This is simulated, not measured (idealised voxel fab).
Name of the process module below: voxel transistor to metal
The figure presents cross-section cut, which has a width of 155 nm and is divided into square cells with an edge length of 5 nm.
Just so we're on the same page, the cross-sections are grids of square cells, and they're listed out in bands top to bottom, each band one or more rows deep.
What a band's entry tells you: where the top is and where the bottom is, as heights in nm, and after that what lies inside, material by material from left to right, each with its width in nm. Empty space is written as the word "blank", and a single material marked with the word "all across" occupies the band from edge to edge.
We count height from 0. Below that, the starting wafer is all one material. The lowest band never ends at the bottom but goes on down; see "0..down" for how that is written.
A width such as "30 to 40" changes by the same amount from each row of cells to the next, from the band's top row to its bottom row.
Where the words "remained unchanged" appear for a step, the cross-section shows no cell changed by that step; every cell remained as before.
If an empty space has no open way to the top and is at least 8 cells in size, "Closed empty spaces" lists it, written width x height at distance, where distance is measured from the left edge and every value is in nm.
That trailing text on a step's line, after the settings, is the simulator's own remark on the step.
Steps that use a mask can have "overlay nm" on their line. It says how far the mask sat to the right of where it was meant to be. Negative means to the left.
**The steps planned for the process are as follows**
- 1: RECEIVE | material Si
- 2: CONFORMAL_DEP | material SiO2 | thk nm 5
- 3: CONFORMAL_DEP | material SiN | thk nm 15
- 4: PATTERN | tone cover | mask id ACTIVE | material resist | width nm 105 | thk nm 15 | overlay nm 0
- 5: DIRECTIONAL_ETCH | etch materials SiN | depth nm 15
- 6: DIRECTIONAL_ETCH | etch materials SiO2 | depth nm 5
- 7: DIRECTIONAL_ETCH | etch materials Si | depth nm 20
- 8: STRIP | etch materials resist
- 9: OXIDIZE | depth nm 5
- 10: FILL_DEP | material SiO2 | thk nm 15
- 11: CMP | height nm 20
- 12: SELECTIVE_ETCH | etch materials SiO2 | depth nm 15
- 13: STRIP | etch materials SiN
- 14: SELECTIVE_ETCH | etch materials SiO2 | depth nm 5
- 15: OXIDIZE | depth nm 5
- 16: DIRECTIONAL_DEP | material polySi | thk nm 30
- 17: DIRECTIONAL_DEP | material SiCN | thk nm 10
- 18: DIRECTIONAL_DEP | material aC | thk nm 10
- 19: PATTERN | tone cover | mask id GATE | material resist | width nm 25 | thk nm 30 | overlay nm 0
- 20: DIRECTIONAL_ETCH | etch materials aC | depth nm 10
- 21: STRIP | etch materials resist
- 22: DIRECTIONAL_ETCH | etch materials SiCN | depth nm 20
- 23: DIRECTIONAL_ETCH | etch materials polySi | depth nm 40
- 24: STRIP | etch materials aC
- 25: CONFORMAL_DEP | material SiO2 | thk nm 5
- 26: DIRECTIONAL_ETCH | etch materials SiO2 | depth nm 5
- 27: CONFORMAL_DEP | material SiN | thk nm 10
- 28: DIRECTIONAL_ETCH | etch materials SiN | depth nm 10
- 29: DIRECTIONAL_ETCH | etch materials SiO2 | depth nm 5
- 30: DIRECTIONAL_ETCH | etch materials Si | depth nm 15
- 31: EPI | material nSi | thk nm 15
- 32: FILL_DEP | material SiO2 | thk nm 10
- 33: CMP | height nm 40
- 34: DIRECTIONAL_DEP | material SiO2 | thk nm 15
- 35: PATTERN | tone open | mask id CONTACT | material resist | width nm 30 | pitch nm 65 | thk nm 20 | overlay nm 0
- 36: DIRECTIONAL_ETCH | etch materials SiO2 | depth nm 60
- 37: STRIP | etch materials resist
- 38: CONFORMAL_DEP | material TiN | thk nm 5
- 39: FILL_DEP | material Ru | thk nm 5
- 40: CMP | height nm 55
- 41: CONFORMAL_DEP | material SiCN | thk nm 5
- 42: DIRECTIONAL_DEP | material SiO2 | thk nm 25
- 43: MASKED_ETCH | tone open | mask id METAL_1 | width nm 20 | pitch nm 75 | etch materials SiO2 | depth nm 25 | overlay nm 0
- 44: MASKED_ETCH | tone open | mask id METAL_1 | width nm 20 | pitch nm 75 | etch materials SiCN | depth nm 5 | overlay nm 0
- 45: CONFORMAL_DEP | material TiN | thk nm 5
- 46: FILL_DEP | material Cu | thk nm 5
- 47: CMP | height nm 85
- 48: CONFORMAL_DEP | material SiN | thk nm 5
**The cross-section here shows the wafer as received, i.e. in its state after step 1**
- 0..down = Si all across
- Closed empty spaces: none
**Wafer at module end, in section. Began as above, planned as above, run with one mistake**
- 90..85 = SiN all across
- 85..80 = 35 nm TiN; 10 nm Cu; 65 nm TiN; 10 nm Cu; 35 nm TiN
- 80..55 = 30 nm SiO2; 5 nm TiN; 10 nm Cu; 5 nm TiN; 55 nm SiO2; 5 nm TiN; 10 nm Cu; 5 nm TiN; 30 nm SiO2
- 55..50 = 30 nm SiCN; 20 nm TiN; 55 nm SiCN; 20 nm TiN; 30 nm SiCN
- 50..40 = 30 nm SiO2; 5 nm TiN; 20 to 10 nm Ru; 5 to 15 nm TiN; 35 nm SiO2; 5 to 15 nm TiN; 20 to 10 nm Ru; 5 nm TiN; 30 nm SiO2
- 40..30 = 30 nm SiO2; 5 nm TiN; 10 nm Ru; 5 nm TiN; 10 nm SiN; 5 nm SiO2; 25 nm SiCN; 5 nm SiO2; 10 nm SiN; 5 nm TiN; 10 nm Ru; 5 nm TiN; 30 nm SiO2
- 30..15 = 30 nm SiO2; 5 nm TiN; 10 nm Ru; 5 nm TiN; 10 nm SiN; 5 nm SiO2; 25 nm polySi; 5 nm SiO2; 10 nm SiN; 5 nm TiN; 10 nm Ru; 5 nm TiN; 30 nm SiO2
- 15..10 = 30 nm SiO2; 20 nm TiN; 10 nm SiN; 5 nm SiO2; 25 nm polySi; 5 nm SiO2; 10 nm SiN; 20 nm TiN; 30 nm SiO2
- 10..0 = 30 nm SiO2; 5 nm TiN; 15 nm nSi; 10 nm SiN; 5 nm SiO2; 25 nm polySi; 5 nm SiO2; 10 nm SiN; 15 nm nSi; 5 nm TiN; 30 nm SiO2
- 0..-5 = 30 nm SiO2; 5 nm TiN; 15 nm nSi; 55 nm SiO2; 15 nm nSi; 5 nm TiN; 30 nm SiO2
- -5..-20 = 30 nm SiO2; 20 nm nSi; 55 nm Si; 20 nm nSi; 30 nm SiO2
- -20..-25 = 30 nm SiO2; 95 nm Si; 30 nm SiO2
- -25..down = Si all across
- Closed empty spaces: none
Heads up, the wafer didn't run the way we planned it: step 40 was run on a setting that differed from the plan, and what really ran there is CMP | height nm 50
